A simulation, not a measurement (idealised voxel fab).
process module | voxel tone inversion
cross-section cut | 300 nm wide | cells 5 nm
A cross-section is a grid of square cells, given in bands from the top down. A band is one or more rows of cells.
Each band's line starts with the height of the band's top and of its bottom, in nm. Then come its materials from left to right, each with its width in nm. One material with "throughout" fills the band from edge to edge. "air" is empty space.
Height 0 is the level under which the wafer as received is all one material. The lowest band goes on downwards, as in "0 down".
A width such as "30 to 40" changes by the same amount from each row of cells to the next, from the band's top row to its bottom row.
"no change" after a step means that no cell of the cross-section changed.
closed voids: empty space of 8 cells or more with no open way to the top, each as width x height at its distance from the left edge, in nm
after a step's settings: what the simulator itself notes on the step
overlay nm, on a step with a mask: how far to the right of its planned place the mask lay; to the left if negative
plan
1 op RECEIVE | material Si
2 op CONFORMAL_DEP | material SiN | thk nm 5
3 op DIRECTIONAL_DEP | material aC | thk nm 20
4 op PATTERN | tone cover | mask id POSTS | material resist | width nm 25 | pitch nm 45 | thk nm 25 | overlay nm -15
5 op DIRECTIONAL_ETCH | etch materials aC | depth nm 20
6 op STRIP | etch materials resist
7 op FILL_DEP | material SiO2 | thk nm 10
8 op CMP | height nm 25
9 op STRIP | etch materials aC
varied across the wafers: overlay nm of step 4. The plan shows the first wafer's value. All wafers start alike
first wafer as received, after step 1
  0 down: Si throughout
  closed voids: none
each wafer at the end: cells of each material gained (+) or lost (-) since it was received, then its closed voids
overlay nm -15 | +60 SiN | +160 SiO2 | closed voids: none
overlay nm -10 | +60 SiN | +160 SiO2 | closed voids: none
overlay nm -5 | +60 SiN | +160 SiO2 | closed voids: none
overlay nm 0 | +60 SiN | +160 SiO2 | closed voids: none
overlay nm 5 | +60 SiN | +160 SiO2 | closed voids: none
overlay nm 10 | +60 SiN | +160 SiO2 | closed voids: none
overlay nm 15 | +60 SiN | +160 SiO2 | closed voids: none
